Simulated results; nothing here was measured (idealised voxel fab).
This section sets out a process module, namely voxel capacitor over wiring.
This is section cut - it's 145 nm across, gridded in 5 nm square cells.
Just so we're on the same page, the cross-sections are grids of square cells, and they're listed out in bands top to bottom, each band one or more rows deep. This entry defines a band. It first specifies the height of the band's top and the height of its bottom in nm, and then specifies the band's materials from left to right, stating each material with its width in nm. The word "throughout" identifies a single material that fills the band from edge to edge, while the word "blank" identifies empty space. All heights in this document are referenced to 0, defined as the level beneath which the wafer, as received, consists entirely of one material. The lowest band is not bounded below; it extends indefinitely downward and is written in the form "z 0 and below". The expression "30->40" gives the width at the extremes of the band, the first number at its top row of cells and the second at its bottom row, with the width changing by equal amounts from each row to the next in between. It should be understood that the words "no alterations made", when stated for a given step, signify that the cross-section underwent no change in any of its cells during that step. Closed empty spaces (no open way to the top) of 8 cells or more are what "Enclosed cavity list" lists, each as width x height at distance from the left edge, nm for all three. Step line, after settings: the simulator's comment on this step. A step line may carry the setting "overlay nm", which, for steps involving a mask, states the distance by which the mask lay to the right of its intended position; negative values denote displacement to the left.

**Here's what the planned process steps look like**
step 1: RECEIVE: material Si
step 2: CONFORMAL_DEP: material SiO2, thk nm 15
step 3: DIRECTIONAL_DEP: material TiN, thk nm 5
step 4: DIRECTIONAL_DEP: material W, thk nm 15
step 5: DIRECTIONAL_DEP: material aC, thk nm 5
step 6: PATTERN: tone cover, mask id METAL_1, material resist, width nm 30, pitch nm 85, thk nm 30, overlay nm 0
step 7: DIRECTIONAL_ETCH: etch materials aC, depth nm 10
step 8: STRIP: etch materials resist
step 9: DIRECTIONAL_ETCH: etch materials W, depth nm 15
step 10: DIRECTIONAL_ETCH: etch materials TiN, depth nm 5
step 11: STRIP: etch materials aC
step 12: FILL_DEP: material lowk, thk nm 5
step 13: CMP: height nm 35
step 14: CONFORMAL_DEP: material SiCN, thk nm 5
step 15: DIRECTIONAL_DEP: material lowk, thk nm 20
step 16: PATTERN: tone open, mask id PLUG_1, material resist, width nm 15, thk nm 15, overlay nm 0
step 17: DIRECTIONAL_ETCH: etch materials lowk, depth nm 20
step 18: DIRECTIONAL_ETCH: etch materials SiCN, depth nm 5
step 19: STRIP: etch materials resist
step 20: EPI: material Ru, thk nm 10
step 21: EPI: material Ru, thk nm 10
step 22: EPI: material Ru, thk nm 5
step 23: DIRECTIONAL_DEP: material TiN, thk nm 5
step 24: DIRECTIONAL_DEP: material HfO2, thk nm 5
step 25: DIRECTIONAL_DEP: material TiN, thk nm 10
step 26: MASKED_ETCH: tone cover, mask id UPPER_PLATE, width nm 60, etch materials TiN, depth nm 10, overlay nm 0
step 27: MASKED_ETCH: tone cover, mask id UPPER_PLATE, width nm 60, etch materials HfO2, depth nm 5, overlay nm 0
step 28: DIRECTIONAL_DEP: material aC, thk nm 15
step 29: PATTERN: tone cover, mask id LOWER_PLATE, material resist, width nm 70, thk nm 30, overlay nm 0
step 30: DIRECTIONAL_ETCH: etch materials aC, depth nm 15
step 31: STRIP: etch materials resist
step 32: DIRECTIONAL_ETCH: etch materials TiN, depth nm 5
step 33: STRIP: etch materials aC
step 34: FILL_DEP: material SiO2, thk nm 20
step 35: CMP: height nm 95
step 36: DIRECTIONAL_DEP: material aC, thk nm 15
step 37: PATTERN: tone open, mask id PLUG_2, material resist, width nm 15, thk nm 30, overlay nm 0
step 38: DIRECTIONAL_ETCH: etch materials aC, depth nm 15
step 39: STRIP: etch materials resist
step 40: DIRECTIONAL_ETCH: etch materials SiO2, depth nm 15
step 41: STRIP: etch materials aC
step 42: CONFORMAL_DEP: material TiN, thk nm 5
step 43: FILL_DEP: material Ru, thk nm 5
step 44: CMP: height nm 95
step 45: CONFORMAL_DEP: material SiCN, thk nm 5
All wafers enter the flow in the same state. The thk nm at step 5 differs from wafer to wafer, and the plan gives the value for the first wafer.

**The first of several wafers as received, shown in cross-section; this is its state after step 1**
	z 0 and below = Si throughout
	Enclosed cavity list: none

**So in this table every wafer gets its own row, and what you see is where it stands at the end of the module: for each material, how many cells it picked up (+) or gave up (-) since we received it, and after that its closed voids**
thk nm 5, +12 HfO2, +17 Ru, +55 SiCN, +231 SiO2, +57 TiN, +36 W, +172 lowk, Enclosed cavity list: none
thk nm 10, +12 HfO2, +17 Ru, +55 SiCN, +231 SiO2, +57 TiN, +36 W, +172 lowk, Enclosed cavity list: none
thk nm 15, +12 HfO2, +17 Ru, +55 SiCN, +231 SiO2, +74 TiN, +87 W, +104 lowk, Enclosed cavity list: none
thk nm 20, +12 HfO2, +17 Ru, +55 SiCN, +231 SiO2, +74 TiN, +87 W, +104 lowk, Enclosed cavity list: none
thk nm 25, +12 HfO2, +17 Ru, +55 SiCN, +231 SiO2, +74 TiN, +87 W, +104 lowk, Enclosed cavity list: none
